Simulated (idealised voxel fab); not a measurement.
The process module that follows is named voxel wiring stack.
In the cross-section labelled cut, the width is 265 nm and each square cell is 5 nm.
Square cells in a grid make up a cross-section in this document, and the grid is given as bands, listed from the top down, each one or more rows of cells.
What a band's entry tells you: where the top is and where the bottom is, as heights in nm, and after that what lies inside, material by material from left to right, each with its width in nm. Empty space is written as the word "blank", and a single material marked with the word "full width" occupies the band from edge to edge.
Beneath 0, the wafer as received is one material, and that level is where height counting begins. The lowest band goes on downward without a bottom; it is written like "top 0, no bottom".
Read "30->40" as a graded width: first number on top, second number at the bottom, same change between each pair of neighbouring rows.
Any step labelled "no modification" changed none of the cells in the cross-section.
Enclosed voids (no open way to top), threshold 8 cells or more, entry "Enclosed cavities", notation width x height at distance, distance from left edge, nm.
On a step's line, text after the settings is the simulator commenting on that step.
overlay nm: mask offset rightward from planned place, masked step; negative means leftward offset.

The planned process steps are enumerated hereunder
1. RECEIVE (material Si)
2. CONFORMAL_DEP (material SiO2; thk nm 15)
3. DIRECTIONAL_DEP (material TiN; thk nm 5)
4. DIRECTIONAL_DEP (material Ru; thk nm 25)
5. MASKED_ETCH (tone cover; mask id METAL_1; width nm 25; pitch nm 45; etch materials Ru; depth nm 25; overlay nm 0)
6. MASKED_ETCH (tone cover; mask id METAL_1; width nm 25; pitch nm 45; etch materials TiN; depth nm 5; overlay nm 0)
7. CONFORMAL_DEP (material SiN; thk nm 5)
8. FILL_DEP (material SiO2; thk nm 5)
9. CMP (height nm 45)
10. CONFORMAL_DEP (material SiCN; thk nm 5)
11. DIRECTIONAL_DEP (material lowk; thk nm 30)
12. MASKED_ETCH (tone open; mask id METAL_2; width nm 25; pitch nm 45; etch materials lowk; depth nm 15; overlay nm 0)
13. DIRECTIONAL_DEP (material aC; thk nm 10)
14. PATTERN (tone open; mask id METAL_2_HOLES; material resist; width nm 15; pitch nm 45; thk nm 30; overlay nm 0)
15. DIRECTIONAL_ETCH (etch materials aC; depth nm 10)
16. STRIP (etch materials resist)
17. DIRECTIONAL_ETCH (etch materials lowk; depth nm 15)
18. DIRECTIONAL_ETCH (etch materials SiCN; depth nm 5)
19. STRIP (etch materials aC)
20. CONFORMAL_DEP (material TiN; thk nm 5)
21. FILL_DEP (material Cu; thk nm 5)
22. CMP (height nm 80)
23. CONFORMAL_DEP (material SiCN; thk nm 5)
24. DIRECTIONAL_DEP (material SiO2; thk nm 25)
25. MASKED_ETCH (tone open; mask id METAL_3_HOLES; width nm 15; pitch nm 45; etch materials SiO2; depth nm 25; overlay nm 0)
26. DIRECTIONAL_DEP (material aC; thk nm 15)
27. PATTERN (tone open; mask id METAL_3; material resist; width nm 25; pitch nm 45; thk nm 35; overlay nm 0)
28. DIRECTIONAL_ETCH (etch materials aC; depth nm 15)
29. STRIP (etch materials resist)
30. DIRECTIONAL_ETCH (etch materials SiO2; depth nm 15)
31. DIRECTIONAL_ETCH (etch materials SiCN; depth nm 5)
32. STRIP (etch materials aC)
33. CONFORMAL_DEP (material TiN; thk nm 5)
34. FILL_DEP (material Cu; thk nm 5)
35. CMP (height nm 110)
36. CONFORMAL_DEP (material SiCN; thk nm 5)
37. DIRECTIONAL_DEP (material lowk; thk nm 30)
38. MASKED_ETCH (tone open; mask id METAL_4; width nm 25; pitch nm 45; etch materials lowk; depth nm 20; overlay nm 0)
39. PATTERN (tone open; mask id METAL_4_HOLES; material resist; width nm 15; pitch nm 45; thk nm 15; overlay nm 0)
40. DIRECTIONAL_ETCH (etch materials lowk; depth nm 10)
41. DIRECTIONAL_ETCH (etch materials SiCN; depth nm 5)
42. STRIP (etch materials resist)
43. CONFORMAL_DEP (material TiN; thk nm 5)
44. FILL_DEP (material Cu; thk nm 10)
45. CMP (height nm 145)
46. CONFORMAL_DEP (material SiN; thk nm 5)

First wafer out of two, processed as planned

Cross-sectional view of the wafer in its as-received condition, corresponding to the state after step 1
  top 0, no bottom = Si full width
  Enclosed cavities: none

You're looking at a cross-section of the wafer after step 2
  top 15, bottom 0 = SiO2 full width
  Heights below 0 show no change.

You're looking at a cross-section of the wafer after step 3
  top 20, bottom 15 = TiN full width
  Heights below 15 show no change.

You're looking at a cross-section of the wafer after step 4
  top 45, bottom 20 = Ru full width
  Heights below 20 show no change.

You're looking at a cross-section of the wafer after step 5
  top 45, bottom 20 = blank 75 nm / Ru 25 nm / blank 20 nm / Ru 25 nm / blank 20 nm / Ru 25 nm / blank 75 nm
  Heights below 20 show no change.

You're looking at a cross-section of the wafer after step 6
  top 45, bottom 20 = blank 75 nm / Ru 25 nm / blank 20 nm / Ru 25 nm / blank 20 nm / Ru 25 nm / blank 75 nm
  top 20, bottom 15 = blank 75 nm / TiN 25 nm / blank 20 nm / TiN 25 nm / blank 20 nm / TiN 25 nm / blank 75 nm
  Heights below 15 show no change.

You're looking at a cross-section of the wafer after step 7
  top 50, bottom 45 = blank 70 nm / SiN 35 nm / blank 10 nm / SiN 35 nm / blank 10 nm / SiN 35 nm / blank 70 nm
  top 45, bottom 20 = blank 70 nm / SiN 5 nm / Ru 25 nm / SiN 5 nm / blank 10 nm / SiN 5 nm / Ru 25 nm / SiN 5 nm / blank 10 nm / SiN 5 nm / Ru 25 nm / SiN 5 nm / blank 70 nm
  top 20, bottom 15 = SiN 75 nm / TiN 25 nm / SiN 20 nm / TiN 25 nm / SiN 20 nm / TiN 25 nm / SiN 75 nm
  Heights below 15 show no change.

You're looking at a cross-section of the wafer after step 8
  top 55, bottom 50 = SiO2 full width
  top 50, bottom 45 = SiO2 70 nm / SiN 35 nm / SiO2 10 nm / SiN 35 nm / SiO2 10 nm / SiN 35 nm / SiO2 70 nm
  top 45, bottom 20 = SiO2 70 nm / SiN 5 nm / Ru 25 nm / SiN 5 nm / SiO2 10 nm / SiN 5 nm / Ru 25 nm / SiN 5 nm / SiO2 10 nm / SiN 5 nm / Ru 25 nm / SiN 5 nm / SiO2 70 nm
  Heights below 20 show no change.

You're looking at a cross-section of the wafer after step 9
  top 45, bottom 20 = SiO2 70 nm / SiN 5 nm / Ru 25 nm / SiN 5 nm / SiO2 10 nm / SiN 5 nm / Ru 25 nm / SiN 5 nm / SiO2 10 nm / SiN 5 nm / Ru 25 nm / SiN 5 nm / SiO2 70 nm
  Heights below 20 show no change.

You're looking at a cross-section of the wafer after step 10
  top 50, bottom 45 = SiCN full width
  Heights below 45 show no change.

You're looking at a cross-section of the wafer after step 11
  top 80, bottom 50 = lowk full width
  Heights below 50 show no change.

You're looking at a cross-section of the wafer after step 12
  top 80, bottom 65 = lowk 75 nm / blank 25 nm / lowk 20 nm / blank 25 nm / lowk 20 nm / blank 25 nm / lowk 75 nm
  Heights below 65 show no change.

You're looking at a cross-section of the wafer after step 13
  top 90, bottom 80 = aC 75 nm / blank 25 nm / aC 20 nm / blank 25 nm / aC 20 nm / blank 25 nm / aC 75 nm
  top 80, bottom 75 = lowk 75 nm / blank 25 nm / lowk 20 nm / blank 25 nm / lowk 20 nm / blank 25 nm / lowk 75 nm
  top 75, bottom 65 = lowk 75 nm / aC 25 nm / lowk 20 nm / aC 25 nm / lowk 20 nm / aC 25 nm / lowk 75 nm
  Heights below 65 show no change.

You're looking at a cross-section of the wafer after step 14
  top 120, bottom 90 = resist 75 nm / blank 15 nm / resist 30 nm / blank 15 nm / resist 30 nm / blank 15 nm / resist 85 nm
  top 90, bottom 80 = aC 75 nm / blank 15 nm / resist 10 nm / aC 20 nm / blank 15 nm / resist 10 nm / aC 20 nm / blank 15 nm / resist 10 nm / aC 75 nm
  top 80, bottom 75 = lowk 75 nm / blank 15 nm / resist 10 nm / lowk 20 nm / blank 15 nm / resist 10 nm / lowk 20 nm / blank 15 nm / resist 10 nm / lowk 75 nm
  Heights below 75 show no change.

You're looking at a cross-section of the wafer after step 15
  top 110, bottom 90 = resist 75 nm / blank 15 nm / resist 30 nm / blank 15 nm / resist 30 nm / blank 15 nm / resist 85 nm
  top 90, bottom 80 = aC 75 nm / blank 15 nm / resist 10 nm / aC 20 nm / blank 15 nm / resist 10 nm / aC 20 nm / blank 15 nm / resist 10 nm / aC 75 nm
  top 80, bottom 75 = lowk 75 nm / blank 15 nm / resist 10 nm / lowk 20 nm / blank 15 nm / resist 10 nm / lowk 20 nm / blank 15 nm / resist 10 nm / lowk 75 nm
  top 75, bottom 65 = lowk 75 nm / blank 15 nm / aC 10 nm / lowk 20 nm / blank 15 nm / aC 10 nm / lowk 20 nm / blank 15 nm / aC 10 nm / lowk 75 nm
  Heights below 65 show no change.

You're looking at a cross-section of the wafer after step 16
  top 90, bottom 80 = aC 75 nm / blank 25 nm / aC 20 nm / blank 25 nm / aC 20 nm / blank 25 nm / aC 75 nm
  top 80, bottom 75 = lowk 75 nm / blank 25 nm / lowk 20 nm / blank 25 nm / lowk 20 nm / blank 25 nm / lowk 75 nm
  Heights below 75 show no change.

You're looking at a cross-section of the wafer after step 17
  top 90, bottom 80 = aC 75 nm / blank 25 nm / aC 20 nm / blank 25 nm / aC 20 nm / blank 25 nm / aC 75 nm
  top 80, bottom 75 = lowk 75 nm / blank 25 nm / lowk 20 nm / blank 25 nm / lowk 20 nm / blank 25 nm / lowk 75 nm
  top 75, bottom 65 = lowk 75 nm / blank 15 nm / aC 10 nm / lowk 20 nm / blank 15 nm / aC 10 nm / lowk 20 nm / blank 15 nm / aC 10 nm / lowk 75 nm
  top 65, bottom 50 = lowk 75 nm / blank 15 nm / lowk 30 nm / blank 15 nm / lowk 30 nm / blank 15 nm / lowk 85 nm
  Heights below 50 show no change.

You're looking at a cross-section of the wafer after step 18
  top 90, bottom 80 = aC 75 nm / blank 25 nm / aC 20 nm / blank 25 nm / aC 20 nm / blank 25 nm / aC 75 nm
  top 80, bottom 75 = lowk 75 nm / blank 25 nm / lowk 20 nm / blank 25 nm / lowk 20 nm / blank 25 nm / lowk 75 nm
  top 75, bottom 65 = lowk 75 nm / blank 15 nm / aC 10 nm / lowk 20 nm / blank 15 nm / aC 10 nm / lowk 20 nm / blank 15 nm / aC 10 nm / lowk 75 nm
  top 65, bottom 50 = lowk 75 nm / blank 15 nm / lowk 30 nm / blank 15 nm / lowk 30 nm / blank 15 nm / lowk 85 nm
  top 50, bottom 45 = SiCN 75 nm / blank 15 nm / SiCN 30 nm / blank 15 nm / SiCN 30 nm / blank 15 nm / SiCN 85 nm
  Heights below 45 show no change.

You're looking at a cross-section of the wafer after step 19
  top 80, bottom 65 = lowk 75 nm / blank 25 nm / lowk 20 nm / blank 25 nm / lowk 20 nm / blank 25 nm / lowk 75 nm
  Heights below 65 show no change.

You're looking at a cross-section of the wafer after step 20
  top 85, bottom 80 = TiN 80 nm / blank 15 nm / TiN 30 nm / blank 15 nm / TiN 30 nm / blank 15 nm / TiN 80 nm
  top 80, bottom 70 = lowk 75 nm / TiN 5 nm / blank 15 nm / TiN 5 nm / lowk 20 nm / TiN 5 nm / blank 15 nm / TiN 5 nm / lowk 20 nm / TiN 5 nm / blank 15 nm / TiN 5 nm / lowk 75 nm
  top 70, bottom 65 = lowk 75 nm / TiN 5 nm / blank 5 nm / TiN 15 nm / lowk 20 nm / TiN 5 nm / blank 5 nm / TiN 15 nm / lowk 20 nm / TiN 5 nm / blank 5 nm / TiN 15 nm / lowk 75 nm
  top 65, bottom 50 = lowk 75 nm / TiN 5 nm / blank 5 nm / TiN 5 nm / lowk 30 nm / TiN 5 nm / blank 5 nm / TiN 5 nm / lowk 30 nm / TiN 5 nm / blank 5 nm / TiN 5 nm / lowk 85 nm
  top 50, bottom 45 = SiCN 75 nm / TiN 15 nm / SiCN 30 nm / TiN 15 nm / SiCN 30 nm / TiN 15 nm / SiCN 85 nm
  Heights below 45 show no change.

You're looking at a cross-section of the wafer after step 21
  top 90, bottom 85 = Cu full width
  top 85, bottom 80 = TiN 80 nm / Cu 15 nm / TiN 30 nm / Cu 15 nm / TiN 30 nm / Cu 15 nm / TiN 80 nm
  top 80, bottom 70 = lowk 75 nm / TiN 5 nm / Cu 15 nm / TiN 5 nm / lowk 20 nm / TiN 5 nm / Cu 15 nm / TiN 5 nm / lowk 20 nm / TiN 5 nm / Cu 15 nm / TiN 5 nm / lowk 75 nm
  top 70, bottom 65 = lowk 75 nm / TiN 5 nm / Cu 5 nm / TiN 15 nm / lowk 20 nm / TiN 5 nm / Cu 5 nm / TiN 15 nm / lowk 20 nm / TiN 5 nm / Cu 5 nm / TiN 15 nm / lowk 75 nm
  top 65, bottom 50 = lowk 75 nm / TiN 5 nm / Cu 5 nm / TiN 5 nm / lowk 30 nm / TiN 5 nm / Cu 5 nm / TiN 5 nm / lowk 30 nm / TiN 5 nm / Cu 5 nm / TiN 5 nm / lowk 85 nm
  Heights below 50 show no change.

You're looking at a cross-section of the wafer after step 22
  top 80, bottom 70 = lowk 75 nm / TiN 5 nm / Cu 15 nm / TiN 5 nm / lowk 20 nm / TiN 5 nm / Cu 15 nm / TiN 5 nm / lowk 20 nm / TiN 5 nm / Cu 15 nm / TiN 5 nm / lowk 75 nm
  Heights below 70 show no change.

You're looking at a cross-section of the wafer after step 23
  top 85, bottom 80 = SiCN full width
  Heights below 80 show no change.

You're looking at a cross-section of the wafer after step 24
  top 110, bottom 85 = SiO2 full width
  Heights below 85 show no change.

You're looking at a cross-section of the wafer after step 25
  top 110, bottom 85 = SiO2 75 nm / blank 15 nm / SiO2 30 nm / blank 15 nm / SiO2 30 nm / blank 15 nm / SiO2 85 nm
  Heights below 85 show no change.

You're looking at a cross-section of the wafer after step 26
  top 125, bottom 110 = aC 75 nm / blank 15 nm / aC 30 nm / blank 15 nm / aC 30 nm / blank 15 nm / aC 85 nm
  top 110, bottom 100 = SiO2 75 nm / blank 15 nm / SiO2 30 nm / blank 15 nm / SiO2 30 nm / blank 15 nm / SiO2 85 nm
  top 100, bottom 85 = SiO2 75 nm / aC 15 nm / SiO2 30 nm / aC 15 nm / SiO2 30 nm / aC 15 nm / SiO2 85 nm
  Heights below 85 show no change.

You're looking at a cross-section of the wafer after step 27
  top 160, bottom 125 = resist 75 nm / blank 25 nm / resist 20 nm / blank 25 nm / resist 20 nm / blank 25 nm / resist 75 nm
  Heights below 125 show no change.

You're looking at a cross-section of the wafer after step 28
  top 145, bottom 125 = resist 75 nm / blank 25 nm / resist 20 nm / blank 25 nm / resist 20 nm / blank 25 nm / resist 75 nm
  top 125, bottom 110 = aC 75 nm / blank 25 nm / aC 20 nm / blank 25 nm / aC 20 nm / blank 25 nm / aC 75 nm
  top 110, bottom 85 = SiO2 75 nm / blank 15 nm / SiO2 30 nm / blank 15 nm / SiO2 30 nm / blank 15 nm / SiO2 85 nm
  Heights below 85 show no change.

You're looking at a cross-section of the wafer after step 29
  top 125, bottom 110 = aC 75 nm / blank 25 nm / aC 20 nm / blank 25 nm / aC 20 nm / blank 25 nm / aC 75 nm
  Heights below 110 show no change.

You're looking at a cross-section of the wafer after step 30
  top 125, bottom 110 = aC 75 nm / blank 25 nm / aC 20 nm / blank 25 nm / aC 20 nm / blank 25 nm / aC 75 nm
  top 110, bottom 95 = SiO2 75 nm / blank 25 nm / SiO2 20 nm / blank 25 nm / SiO2 20 nm / blank 25 nm / SiO2 75 nm
  Heights below 95 show no change.

You're looking at a cross-section of the wafer after step 31
  top 125, bottom 110 = aC 75 nm / blank 25 nm / aC 20 nm / blank 25 nm / aC 20 nm / blank 25 nm / aC 75 nm
  top 110, bottom 95 = SiO2 75 nm / blank 25 nm / SiO2 20 nm / blank 25 nm / SiO2 20 nm / blank 25 nm / SiO2 75 nm
  top 95, bottom 85 = SiO2 75 nm / blank 15 nm / SiO2 30 nm / blank 15 nm / SiO2 30 nm / blank 15 nm / SiO2 85 nm
  top 85, bottom 80 = SiCN 75 nm / blank 15 nm / SiCN 30 nm / blank 15 nm / SiCN 30 nm / blank 15 nm / SiCN 85 nm
  Heights below 80 show no change.

You're looking at a cross-section of the wafer after step 32
  top 110, bottom 95 = SiO2 75 nm / blank 25 nm / SiO2 20 nm / blank 25 nm / SiO2 20 nm / blank 25 nm / SiO2 75 nm
  Heights below 95 show no change.

You're looking at a cross-section of the wafer after step 33
  top 115, bottom 110 = TiN 80 nm / blank 15 nm / TiN 30 nm / blank 15 nm / TiN 30 nm / blank 15 nm / TiN 80 nm
  top 110, bottom 100 = SiO2 75 nm / TiN 5 nm / blank 15 nm / TiN 5 nm / SiO2 20 nm / TiN 5 nm / blank 15 nm / TiN 5 nm / SiO2 20 nm / TiN 5 nm / blank 15 nm / TiN 5 nm / SiO2 75 nm
  top 100, bottom 95 = SiO2 75 nm / TiN 5 nm / blank 5 nm / TiN 15 nm / SiO2 20 nm / TiN 5 nm / blank 5 nm / TiN 15 nm / SiO2 20 nm / TiN 5 nm / blank 5 nm / TiN 15 nm / SiO2 75 nm
  top 95, bottom 85 = SiO2 75 nm / TiN 5 nm / blank 5 nm / TiN 5 nm / SiO2 30 nm / TiN 5 nm / blank 5 nm / TiN 5 nm / SiO2 30 nm / TiN 5 nm / blank 5 nm / TiN 5 nm / SiO2 85 nm
  top 85, bottom 80 = SiCN 75 nm / TiN 15 nm / SiCN 30 nm / TiN 15 nm / SiCN 30 nm / TiN 15 nm / SiCN 85 nm
  Heights below 80 show no change.

You're looking at a cross-section of the wafer after step 34
  top 120, bottom 115 = Cu full width
  top 115, bottom 110 = TiN 80 nm / Cu 15 nm / TiN 30 nm / Cu 15 nm / TiN 30 nm / Cu 15 nm / TiN 80 nm
  top 110, bottom 100 = SiO2 75 nm / TiN 5 nm / Cu 15 nm / TiN 5 nm / SiO2 20 nm / TiN 5 nm / Cu 15 nm / TiN 5 nm / SiO2 20 nm / TiN 5 nm / Cu 15 nm / TiN 5 nm / SiO2 75 nm
  top 100, bottom 95 = SiO2 75 nm / TiN 5 nm / Cu 5 nm / TiN 15 nm / SiO2 20 nm / TiN 5 nm / Cu 5 nm / TiN 15 nm / SiO2 20 nm / TiN 5 nm / Cu 5 nm / TiN 15 nm / SiO2 75 nm
  top 95, bottom 85 = SiO2 75 nm / TiN 5 nm / Cu 5 nm / TiN 5 nm / SiO2 30 nm / TiN 5 nm / Cu 5 nm / TiN 5 nm / SiO2 30 nm / TiN 5 nm / Cu 5 nm / TiN 5 nm / SiO2 85 nm
  Heights below 85 show no change.

You're looking at a cross-section of the wafer after step 35
  top 110, bottom 100 = SiO2 75 nm / TiN 5 nm / Cu 15 nm / TiN 5 nm / SiO2 20 nm / TiN 5 nm / Cu 15 nm / TiN 5 nm / SiO2 20 nm / TiN 5 nm / Cu 15 nm / TiN 5 nm / SiO2 75 nm
  Heights below 100 show no change.

You're looking at a cross-section of the wafer after step 36
  top 115, bottom 110 = SiCN full width
  Heights below 110 show no change.

You're looking at a cross-section of the wafer after step 37
  top 145, bottom 115 = lowk full width
  Heights below 115 show no change.

You're looking at a cross-section of the wafer after step 38
  top 145, bottom 125 = lowk 75 nm / blank 25 nm / lowk 20 nm / blank 25 nm / lowk 20 nm / blank 25 nm / lowk 75 nm
  Heights below 125 show no change.

You're looking at a cross-section of the wafer after step 39
  top 160, bottom 145 = resist 75 nm / blank 15 nm / resist 30 nm / blank 15 nm / resist 30 nm / blank 15 nm / resist 85 nm
  top 145, bottom 125 = lowk 75 nm / blank 15 nm / resist 10 nm / lowk 20 nm / blank 15 nm / resist 10 nm / lowk 20 nm / blank 15 nm / resist 10 nm / lowk 75 nm
  Heights below 125 show no change.

You're looking at a cross-section of the wafer after step 40
  top 160, bottom 145 = resist 75 nm / blank 15 nm / resist 30 nm / blank 15 nm / resist 30 nm / blank 15 nm / resist 85 nm
  top 145, bottom 125 = lowk 75 nm / blank 15 nm / resist 10 nm / lowk 20 nm / blank 15 nm / resist 10 nm / lowk 20 nm / blank 15 nm / resist 10 nm / lowk 75 nm
  top 125, bottom 115 = lowk 75 nm / blank 15 nm / lowk 30 nm / blank 15 nm / lowk 30 nm / blank 15 nm / lowk 85 nm
  Heights below 115 show no change.

You're looking at a cross-section of the wafer after step 41
  top 160, bottom 145 = resist 75 nm / blank 15 nm / resist 30 nm / blank 15 nm / resist 30 nm / blank 15 nm / resist 85 nm
  top 145, bottom 125 = lowk 75 nm / blank 15 nm / resist 10 nm / lowk 20 nm / blank 15 nm / resist 10 nm / lowk 20 nm / blank 15 nm / resist 10 nm / lowk 75 nm
  top 125, bottom 115 = lowk 75 nm / blank 15 nm / lowk 30 nm / blank 15 nm / lowk 30 nm / blank 15 nm / lowk 85 nm
  top 115, bottom 110 = SiCN 75 nm / blank 15 nm / SiCN 30 nm / blank 15 nm / SiCN 30 nm / blank 15 nm / SiCN 85 nm
  Heights below 110 show no change.

You're looking at a cross-section of the wafer after step 42
  top 145, bottom 125 = lowk 75 nm / blank 25 nm / lowk 20 nm / blank 25 nm / lowk 20 nm / blank 25 nm / lowk 75 nm
  Heights below 125 show no change.

You're looking at a cross-section of the wafer after step 43
  top 150, bottom 145 = TiN 80 nm / blank 15 nm / TiN 30 nm / blank 15 nm / TiN 30 nm / blank 15 nm / TiN 80 nm
  top 145, bottom 130 = lowk 75 nm / TiN 5 nm / blank 15 nm / TiN 5 nm / lowk 20 nm / TiN 5 nm / blank 15 nm / TiN 5 nm / lowk 20 nm / TiN 5 nm / blank 15 nm / TiN 5 nm / lowk 75 nm
  top 130, bottom 125 = lowk 75 nm / TiN 5 nm / blank 5 nm / TiN 15 nm / lowk 20 nm / TiN 5 nm / blank 5 nm / TiN 15 nm / lowk 20 nm / TiN 5 nm / blank 5 nm / TiN 15 nm / lowk 75 nm
  top 125, bottom 115 = lowk 75 nm / TiN 5 nm / blank 5 nm / TiN 5 nm / lowk 30 nm / TiN 5 nm / blank 5 nm / TiN 5 nm / lowk 30 nm / TiN 5 nm / blank 5 nm / TiN 5 nm / lowk 85 nm
  top 115, bottom 110 = SiCN 75 nm / TiN 15 nm / SiCN 30 nm / TiN 15 nm / SiCN 30 nm / TiN 15 nm / SiCN 85 nm
  Heights below 110 show no change.

You're looking at a cross-section of the wafer after step 44
  top 160, bottom 150 = Cu full width
  top 150, bottom 145 = TiN 80 nm / Cu 15 nm / TiN 30 nm / Cu 15 nm / TiN 30 nm / Cu 15 nm / TiN 80 nm
  top 145, bottom 130 = lowk 75 nm / TiN 5 nm / Cu 15 nm / TiN 5 nm / lowk 20 nm / TiN 5 nm / Cu 15 nm / TiN 5 nm / lowk 20 nm / TiN 5 nm / Cu 15 nm / TiN 5 nm / lowk 75 nm
  top 130, bottom 125 = lowk 75 nm / TiN 5 nm / Cu 5 nm / TiN 15 nm / lowk 20 nm / TiN 5 nm / Cu 5 nm / TiN 15 nm / lowk 20 nm / TiN 5 nm / Cu 5 nm / TiN 15 nm / lowk 75 nm
  top 125, bottom 115 = lowk 75 nm / TiN 5 nm / Cu 5 nm / TiN 5 nm / lowk 30 nm / TiN 5 nm / Cu 5 nm / TiN 5 nm / lowk 30 nm / TiN 5 nm / Cu 5 nm / TiN 5 nm / lowk 85 nm
  Heights below 115 show no change.

You're looking at a cross-section of the wafer after step 45
  top 145, bottom 130 = lowk 75 nm / TiN 5 nm / Cu 15 nm / TiN 5 nm / lowk 20 nm / TiN 5 nm / Cu 15 nm / TiN 5 nm / lowk 20 nm / TiN 5 nm / Cu 15 nm / TiN 5 nm / lowk 75 nm
  Heights below 130 show no change.

You're looking at a cross-section of the wafer after step 46
  top 150, bottom 145 = SiN full width
  Heights below 145 show no change.

Second wafer: like start, like plan, one mistake. Through step 38 it matches the first wafer

Second wafer, cut view, end of step 39 per plan: no modification

Second wafer, cut view, end of step 40 per plan
  top 135, bottom 115 = lowk 75 nm / blank 25 nm / lowk 20 nm / blank 25 nm / lowk 20 nm / blank 25 nm / lowk 75 nm
  Heights below 115 show no change.

Second wafer, cut view, end of step 41 per plan
  top 135, bottom 115 = lowk 75 nm / blank 25 nm / lowk 20 nm / blank 25 nm / lowk 20 nm / blank 25 nm / lowk 75 nm
  top 115, bottom 110 = SiCN 75 nm / blank 25 nm / SiCN 20 nm / blank 25 nm / SiCN 20 nm / blank 25 nm / SiCN 75 nm
  Heights below 110 show no change.

Second wafer, cut view, end of step 42 per plan: no modification

Second wafer, cut view, end of step 43 per plan
  top 140, bottom 135 = TiN 80 nm / blank 15 nm / TiN 30 nm / blank 15 nm / TiN 30 nm / blank 15 nm / TiN 80 nm
  top 135, bottom 115 = lowk 75 nm / TiN 5 nm / blank 15 nm / TiN 5 nm / lowk 20 nm / TiN 5 nm / blank 15 nm / TiN 5 nm / lowk 20 nm / TiN 5 nm / blank 15 nm / TiN 5 nm / lowk 75 nm
  top 115, bottom 110 = SiCN 75 nm / TiN 25 nm / SiCN 20 nm / TiN 25 nm / SiCN 20 nm / TiN 25 nm / SiCN 75 nm
  Heights below 110 show no change.

Second wafer, cut view, end of step 44 per plan
  top 150, bottom 140 = Cu full width
  top 140, bottom 135 = TiN 80 nm / Cu 15 nm / TiN 30 nm / Cu 15 nm / TiN 30 nm / Cu 15 nm / TiN 80 nm
  top 135, bottom 115 = lowk 75 nm / TiN 5 nm / Cu 15 nm / TiN 5 nm / lowk 20 nm / TiN 5 nm / Cu 15 nm / TiN 5 nm / lowk 20 nm / TiN 5 nm / Cu 15 nm / TiN 5 nm / lowk 75 nm
  Heights below 115 show no change.

Second wafer, cut view, end of step 45 per plan
  top 145, bottom 140 = Cu full width
  Heights below 140 show no change.

Second wafer, cut view, end of step 46 per plan
  top 150, bottom 145 = SiN full width
  Heights below 145 show no change.
What went wrong in running the wafer? not run: step 39 of the plan (skipped)
Final cells, second wafer relative to first, materials higher or lower: Cu: 62 more | SiCN: 6 fewer | TiN: 32 more | lowk: 88 fewer
